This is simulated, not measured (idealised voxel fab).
process module | voxel ribs on slabs
cross-section cut | 145 nm wide | cells 5 nm
A cross-section is a grid of square cells, given in bands from the top down. A band is one or more rows of cells.
Each band's line starts with the height of the band's top and of its bottom, in nm. Then come its materials from left to right, each with its width in nm. One material with "throughout" fills the band from edge to edge. "air" is empty space.
Height 0 is the level under which the wafer as received is all one material. The lowest band goes on downwards, as in "0 down".
A width such as "30 to 40" changes by the same amount from each row of cells to the next, from the band's top row to its bottom row.
"no change" after a step means that no cell of the cross-section changed.
closed voids: empty space of 8 cells or more with no open way to the top, each as width x height at its distance from the left edge, in nm
after a step's settings: what the simulator itself notes on the step
overlay nm, on a step with a mask: how far to the right of its planned place the mask lay; to the left if negative
plan
1 op RECEIVE | material Si
2 op DIRECTIONAL_DEP | material SiO2 | thk nm 25
3 op DIRECTIONAL_DEP | material polySi | thk nm 20
4 op DIRECTIONAL_DEP | material aC | thk nm 15
5 op PATTERN | tone cover | mask id RIB | material resist | width nm 30 | thk nm 30 | overlay nm 0
6 op DIRECTIONAL_ETCH | etch materials aC | depth nm 5
7 op STRIP | etch materials resist
8 op DIRECTIONAL_ETCH | etch materials polySi | depth nm 10
9 op STRIP | etch materials aC
10 op DIRECTIONAL_DEP | material aC | thk nm 10
11 op PATTERN | tone cover | mask id SLAB | material resist | width nm 80 | thk nm 25 | overlay nm 0
12 op DIRECTIONAL_ETCH | etch materials aC | depth nm 10
13 op STRIP | etch materials resist
14 op DIRECTIONAL_ETCH | etch materials polySi | depth nm 10
15 op STRIP | etch materials aC
16 op FILL_DEP | material SiO2 | thk nm 20
17 op CMP | height nm 55
18 op DIRECTIONAL_DEP | material W | thk nm 5
19 op DIRECTIONAL_DEP | material aC | thk nm 15
20 op PATTERN | tone cover | mask id HEATER | material resist | width nm 40 | thk nm 30 | overlay nm 0
21 op DIRECTIONAL_ETCH | etch materials aC | depth nm 15
22 op STRIP | etch materials resist
23 op DIRECTIONAL_ETCH | etch materials W | depth nm 5
24 op STRIP | etch materials aC
25 op CONFORMAL_DEP | material SiO2 | thk nm 10
varied across the wafers: depth nm of step 6. The plan shows the first wafer's value. All wafers start alike
first wafer as received, after step 1
  0 down: Si throughout
  closed voids: none
first wafer at the end, after step 25
  70 to 65: air 40 | SiO2 60 | air 45
  65 to 60: SiO2 throughout
  60 to 55: SiO2 50 | W 40 | SiO2 55
  55 to 45: SiO2 throughout
  45 to 35: SiO2 30 | polySi 80 | SiO2 35
  35 to 25: polySi throughout
  25 to 0: SiO2 throughout
  0 down: Si throughout
  closed voids: none
last wafer at the end
  70 to 65: air 40 | SiO2 60 | air 45
  65 to 60: SiO2 throughout
  60 to 55: SiO2 50 | W 40 | SiO2 55
  55 to 45: SiO2 throughout
  45 to 35: SiO2 55 | polySi 30 | SiO2 60
  35 to 25: SiO2 30 | polySi 80 | SiO2 35
  25 to 0: SiO2 throughout
  0 down: Si throughout
  closed voids: none
each wafer at the end: cells of each material gained (+) or lost (-) since it was received, then its closed voids
depth nm 5 | +291 SiO2 | +8 W | +90 polySi | closed voids: none
depth nm 10 | +291 SiO2 | +8 W | +90 polySi | closed voids: none
depth nm 15 | +337 SiO2 | +8 W | +44 polySi | closed voids: none
depth nm 20 | +337 SiO2 | +8 W | +44 polySi | closed voids: none
depth nm 25 | +337 SiO2 | +8 W | +44 polySi | closed voids: none
depth nm 30 | +337 SiO2 | +8 W | +44 polySi | closed voids: none
